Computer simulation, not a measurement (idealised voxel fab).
The document below concerns the process module designated voxel capacitor over wiring.
FYI the section here is cut, 245 nm wide, cells are 5 nm squares.
Just so we're on the same page, the cross-sections are grids of square cells, and they're listed out in bands top to bottom, each band one or more rows deep.
For a band, the entry starts with two heights in nm, that of the top and then that of the bottom, and carries on with the band's materials in order from left to right, each alongside its width in nm; the word "full width" beside a single material means it fills the band edge to edge, and "air" means empty space.
Zero point of the height axis is 0; under it, received wafer = one material. Lowest band: continues down indefinitely, "0..down".
A width such as "30 to 40" changes by the same amount from each row of cells to the next, from the band's top row to its bottom row.
Any step labelled "no alterations made" changed none of the cells in the cross-section.
So "Cavities, closed" is basically the list of trapped voids: any empty space of 8 cells or more that can't reach the top through an opening. They're written width x height at distance, the distance being from the left edge, and it's all nm.
Note: text after step settings on the step line = simulator remark on that step.
overlay nm: how far to the right of its planned place the mask lay on this masked step (negative: to the left).

**Planned step list for the process**
| 1 | RECEIVE with material Si |
| 2 | CONFORMAL_DEP with material SiO2, thk nm 15 |
| 3 | DIRECTIONAL_DEP with material TiN, thk nm 5 |
| 4 | DIRECTIONAL_DEP with material Ru, thk nm 15 |
| 5 | DIRECTIONAL_DEP with material aC, thk nm 10 |
| 6 | PATTERN with tone cover, mask id METAL_1, material resist, width nm 25, pitch nm 85, thk nm 30, overlay nm 0 |
| 7 | DIRECTIONAL_ETCH with etch materials aC, depth nm 10 |
| 8 | STRIP with etch materials resist |
| 9 | DIRECTIONAL_ETCH with etch materials Ru, depth nm 15 |
| 10 | DIRECTIONAL_ETCH with etch materials TiN, depth nm 5 |
| 11 | STRIP with etch materials aC |
| 12 | FILL_DEP with material SiO2, thk nm 5 |
| 13 | CMP with height nm 35 |
| 14 | CONFORMAL_DEP with material SiCN, thk nm 5 |
| 15 | DIRECTIONAL_DEP with material SiO2, thk nm 20 |
| 16 | PATTERN with tone open, mask id PLUG_1, material resist, width nm 15, thk nm 20, overlay nm 0 |
| 17 | DIRECTIONAL_ETCH with etch materials SiO2, depth nm 20 |
| 18 | DIRECTIONAL_ETCH with etch materials SiCN, depth nm 5 |
| 19 | STRIP with etch materials resist |
| 20 | CONFORMAL_DEP with material TiN, thk nm 5 |
| 21 | FILL_DEP with material Ru, thk nm 5 |
| 22 | CMP with height nm 60 |
| 23 | DIRECTIONAL_DEP with material TiN, thk nm 5 |
| 24 | DIRECTIONAL_DEP with material SiN, thk nm 5 |
| 25 | DIRECTIONAL_DEP with material TiN, thk nm 5 |
| 26 | PATTERN with tone cover, mask id UPPER_PLATE, material resist, width nm 65, thk nm 15, overlay nm 0 |
| 27 | DIRECTIONAL_ETCH with etch materials TiN, depth nm 5 |
| 28 | DIRECTIONAL_ETCH with etch materials SiN, depth nm 5 |
| 29 | STRIP with etch materials resist |
| 30 | MASKED_ETCH with tone cover, mask id LOWER_PLATE, width nm 75, etch materials TiN, depth nm 5, overlay nm 0 |
| 31 | FILL_DEP with material SiO2, thk nm 20 |
| 32 | CMP with height nm 90 |
| 33 | MASKED_ETCH with tone open, mask id PLUG_2, width nm 15, etch materials SiO2, depth nm 15, overlay nm 0 |
| 34 | CONFORMAL_DEP with material TiN, thk nm 5 |
| 35 | FILL_DEP with material Cu, thk nm 5 |
| 36 | CMP with height nm 90 |
| 37 | CONFORMAL_DEP with material SiN, thk nm 5 |

**Cross-section of the wafer as it came to us, i.e., already through step 1**
- 0..down: Si full width
- Cavities, closed: none

**Cross-sectional image of the first of two wafers at the end of the module, the run having proceeded as planned**
- 95..90: SiN full width
- 90..80: SiO2 85 / TiN 5 / Cu 5 / TiN 5 / SiO2 145
- 80..70: SiO2 85 to 75 / TiN 15 to 65 / SiO2 145 to 105
- 70..65: SiO2 75 / SiN 65 / SiO2 105
- 65..60: SiO2 70 / TiN 75 / SiO2 100
- 60..40: SiO2 75 / TiN 5 / Ru 5 / TiN 5 / SiO2 155
- 40..35: SiCN 75 / TiN 15 / SiCN 155
- 35..20: SiO2 65 / Ru 25 / SiO2 60 / Ru 25 / SiO2 70
- 20..15: SiO2 65 / TiN 25 / SiO2 60 / TiN 25 / SiO2 70
- 15..0: SiO2 full width
- 0..down: Si full width
- Cavities, closed: none

**The second wafer, shown in cross-section after the module: started the same way as the first and given the same plan, yet one mistake crept into how it was run**
- 95..90: SiN full width
- 90..80: SiO2 85 / TiN 5 / Cu 5 / TiN 5 / SiO2 145
- 80..70: SiO2 85 to 75 / TiN 15 to 65 / SiO2 145 to 105
- 70..65: SiO2 75 / SiN 65 / SiO2 105
- 65..60: SiO2 70 / TiN 75 / SiO2 100
- 60..40: SiO2 75 / TiN 5 / Ru 5 / TiN 5 / SiO2 155
- 40..35: SiCN 75 / TiN 15 / SiCN 155
- 35..30: SiO2 65 / TiN 25 / SiO2 60 / TiN 25 / SiO2 70
- 30..0: SiO2 full width
- 0..down: Si full width
- Cavities, closed: none
Deviation from plan: step 2 of the plan saw execution twice
Count the cells at the end and the second wafer has more or fewer of some materials than the first: 30 fewer of Ru | 30 more of SiO2
